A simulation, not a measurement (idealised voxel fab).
A process module follows: voxel transistor to metal.
For reference, the cross-section in this document is cut, with width 215 nm and square cells of 5 nm.
Think of the cross-section as a grid of square cells. We describe it in bands, top to bottom, and each band covers one or more rows of those cells.
Per band: top height and bottom height in nm, followed by the left-to-right materials and their widths in nm; "throughout" marks a single material spanning edge to edge, "empty" marks empty space.
Zero point of the height axis is 0; under it, received wafer = one material. Lowest band: continues down indefinitely, "0..down".
So if you see something like "30 to 40" for the width, read it as the top row of the band sitting at the first number and the bottom row at the second, with every row in between moving by the same amount as the last.
Any step labelled "identical to before" changed none of the cells in the cross-section.
Each empty space that has no open way to the top and spans at least 8 cells appears under "Enclosed internal cavities" as width x height at distance, the distance counted from the left edge, all in nm.
Step line, after settings: the simulator's comment on this step.
"overlay nm" on a masked step: distance the mask lay right of its planned place, negative for left.
THE PLANNED PROCESS STEPS ARE ENUMERATED HEREUNDER
| 1 | RECEIVE,material Si |
| 2 | CONFORMAL_DEP,material SiO2,thk nm 5 |
| 3 | CONFORMAL_DEP,material SiN,thk nm 15 |
| 4 | MASKED_ETCH,tone cover,mask id ACTIVE,width nm 110,etch materials SiN,depth nm 15,overlay nm 0 |
| 5 | MASKED_ETCH,tone cover,mask id ACTIVE,width nm 110,etch materials SiO2,depth nm 5,overlay nm 0 |
| 6 | MASKED_ETCH,tone cover,mask id ACTIVE,width nm 110,etch materials Si,depth nm 25,overlay nm 0 |
| 7 | OXIDIZE,depth nm 5 |
| 8 | FILL_DEP,material SiO2,thk nm 15 |
| 9 | CMP,height nm 20 |
| 10 | SELECTIVE_ETCH,etch materials SiO2,depth nm 15 |
| 11 | STRIP,etch materials SiN |
| 12 | SELECTIVE_ETCH,etch materials SiO2,depth nm 5 |
| 13 | OXIDIZE,depth nm 5 |
| 14 | DIRECTIONAL_DEP,material polySi,thk nm 30 |
| 15 | DIRECTIONAL_DEP,material SiCN,thk nm 15 |
| 16 | DIRECTIONAL_DEP,material aC,thk nm 15 |
| 17 | PATTERN,tone cover,mask id GATE,material resist,width nm 30,thk nm 30,overlay nm 0 |
| 18 | DIRECTIONAL_ETCH,etch materials aC,depth nm 15 |
| 19 | STRIP,etch materials resist |
| 20 | DIRECTIONAL_ETCH,etch materials SiCN,depth nm 25 |
| 21 | DIRECTIONAL_ETCH,etch materials polySi,depth nm 40 |
| 22 | STRIP,etch materials aC |
| 23 | CONFORMAL_DEP,material SiO2,thk nm 5 |
| 24 | DIRECTIONAL_ETCH,etch materials SiO2,depth nm 5 |
| 25 | CONFORMAL_DEP,material SiN,thk nm 5 |
| 26 | DIRECTIONAL_ETCH,etch materials SiN,depth nm 5 |
| 27 | DIRECTIONAL_ETCH,etch materials SiO2,depth nm 5 |
| 28 | DIRECTIONAL_ETCH,etch materials Si,depth nm 5 |
| 29 | EPI,material pSi,thk nm 5 |
| 30 | FILL_DEP,material SiO2,thk nm 5 |
| 31 | CMP,height nm 30 |
| 32 | STRIP,etch materials polySi |
| 33 | SELECTIVE_ETCH,etch materials SiO2,depth nm 5 |
| 34 | CONFORMAL_DEP,material HfO2,thk nm 5 |
| 35 | CONFORMAL_DEP,material TiN,thk nm 5 |
| 36 | FILL_DEP,material W,thk nm 5 |
| 37 | CMP,height nm 25 |
| 38 | DIRECTIONAL_DEP,material SiO2,thk nm 15 |
| 39 | DIRECTIONAL_DEP,material aC,thk nm 15 |
| 40 | PATTERN,tone open,mask id CONTACT,material resist,width nm 20,pitch nm 80,thk nm 30,overlay nm 0 |
| 41 | DIRECTIONAL_ETCH,etch materials aC,depth nm 15 |
| 42 | STRIP,etch materials resist |
| 43 | DIRECTIONAL_ETCH,etch materials SiO2,depth nm 45 |
| 44 | STRIP,etch materials aC |
| 45 | CONFORMAL_DEP,material TiN,thk nm 5 |
| 46 | FILL_DEP,material W,thk nm 10 |
| 47 | CMP,height nm 40 |
| 48 | DIRECTIONAL_DEP,material TiN,thk nm 5 |
| 49 | DIRECTIONAL_DEP,material Ru,thk nm 20 |
| 50 | DIRECTIONAL_DEP,material aC,thk nm 10 |
| 51 | PATTERN,tone cover,mask id METAL_1,material resist,width nm 20,pitch nm 80,thk nm 25,overlay nm 0 |
| 52 | DIRECTIONAL_ETCH,etch materials aC,depth nm 10 |
| 53 | STRIP,etch materials resist |
| 54 | DIRECTIONAL_ETCH,etch materials Ru,depth nm 20 |
| 55 | DIRECTIONAL_ETCH,etch materials TiN,depth nm 5 |
| 56 | STRIP,etch materials aC |
| 57 | CONFORMAL_DEP,material SiCN,thk nm 5 |
| 58 | FILL_DEP,material SiO2,thk nm 10 |
| 59 | CMP,height nm 65 |
| 60 | CONFORMAL_DEP,material SiCN,thk nm 5 |
AS-RECEIVED WAFER CROSS-SECTION (AFTER STEP 1)
- 0..down  Si throughout
- Enclosed internal cavities: none
SECTIONED VIEW, FIRST OF TWO WAFERS, AT THE CLOSE OF THE MODULE, PROCESSED AS INTENDED IN THE PLAN
- 70..65  SiCN throughout
- 65..45  SiO2 50 nm / SiCN 5 nm / Ru 20 nm / SiCN 5 nm / SiO2 50 nm / SiCN 5 nm / Ru 20 nm / SiCN 5 nm / SiO2 55 nm
- 45..40  SiCN 55 nm / TiN 20 nm / SiCN 60 nm / TiN 20 nm / SiCN 60 nm
- 40..25  SiO2 55 nm / TiN 5 nm / W 10 nm / TiN 5 nm / SiO2 60 nm / TiN 5 nm / W 10 nm / TiN 5 nm / SiO2 60 nm
- 25..5  SiO2 55 nm / TiN 5 nm / W 10 nm / TiN 5 nm / SiO2 5 nm / SiN 5 nm / HfO2 5 nm / TiN 5 nm / W 20 nm / TiN 5 nm / HfO2 5 nm / SiN 5 nm / SiO2 5 nm / TiN 5 nm / W 10 nm / TiN 5 nm / SiO2 60 nm
- 5..0  SiO2 55 nm / TiN 5 nm / W 10 nm / TiN 5 nm / SiO2 5 nm / SiN 5 nm / HfO2 5 nm / TiN 30 nm / HfO2 5 nm / SiN 5 nm / SiO2 5 nm / TiN 5 nm / W 10 nm / TiN 5 nm / SiO2 60 nm
- 0..-5  SiO2 55 nm / TiN 20 nm / pSi 5 nm / SiO2 5 nm / HfO2 40 nm / SiO2 5 nm / pSi 5 nm / TiN 20 nm / SiO2 60 nm
- -5..-10  SiO2 55 nm / pSi 25 nm / Si 50 nm / pSi 25 nm / SiO2 60 nm
- -10..-30  SiO2 55 nm / Si 100 nm / SiO2 60 nm
- -30..down  Si throughout
- Enclosed internal cavities: none
MODULE END: CROSS-SECTION OF WAFER TWO OF TWO. SAME START AND PROCESS PLAN AS THE FIRST WAFER. ONE MISTAKE DURING EXECUTION
- 70..65  SiCN throughout
- 65..50  SiO2 50 nm / SiCN 5 nm / Ru 20 nm / SiCN 5 nm / SiO2 50 nm / SiCN 5 nm / Ru 20 nm / SiCN 5 nm / SiO2 55 nm
- 50..45  SiCN 55 nm / Ru 20 nm / SiCN 60 nm / Ru 20 nm / SiCN 60 nm
- 45..40  HfO2 throughout
- 40..25  SiO2 55 nm / TiN 5 nm / W 10 nm / TiN 5 nm / SiO2 60 nm / TiN 5 nm / W 10 nm / TiN 5 nm / SiO2 60 nm
- 25..5  SiO2 55 nm / TiN 5 nm / W 10 nm / TiN 5 nm / SiO2 5 nm / SiN 5 nm / HfO2 5 nm / TiN 5 nm / W 20 nm / TiN 5 nm / HfO2 5 nm / SiN 5 nm / SiO2 5 nm / TiN 5 nm / W 10 nm / TiN 5 nm / SiO2 60 nm
- 5..0  SiO2 55 nm / TiN 5 nm / W 10 nm / TiN 5 nm / SiO2 5 nm / SiN 5 nm / HfO2 5 nm / TiN 30 nm / HfO2 5 nm / SiN 5 nm / SiO2 5 nm / TiN 5 nm / W 10 nm / TiN 5 nm / SiO2 60 nm
- 0..-5  SiO2 55 nm / TiN 20 nm / pSi 5 nm / SiO2 5 nm / HfO2 40 nm / SiO2 5 nm / pSi 5 nm / TiN 20 nm / SiO2 60 nm
- -5..-10  SiO2 55 nm / pSi 25 nm / Si 50 nm / pSi 25 nm / SiO2 60 nm
- -10..-30  SiO2 55 nm / Si 100 nm / SiO2 60 nm
- -30..down  Si throughout
- Enclosed internal cavities: none
It is concluded that the wafer was processed incorrectly with respect to the plan, in that step 48 changed vs plan, executed as DIRECTIONAL_DEP,material HfO2,thk nm 5
End check, counted in cells, second wafer has more or fewer of these materials than the first: +43 HfO2 | -4 SiCN | -31 SiO2 | -8 TiN
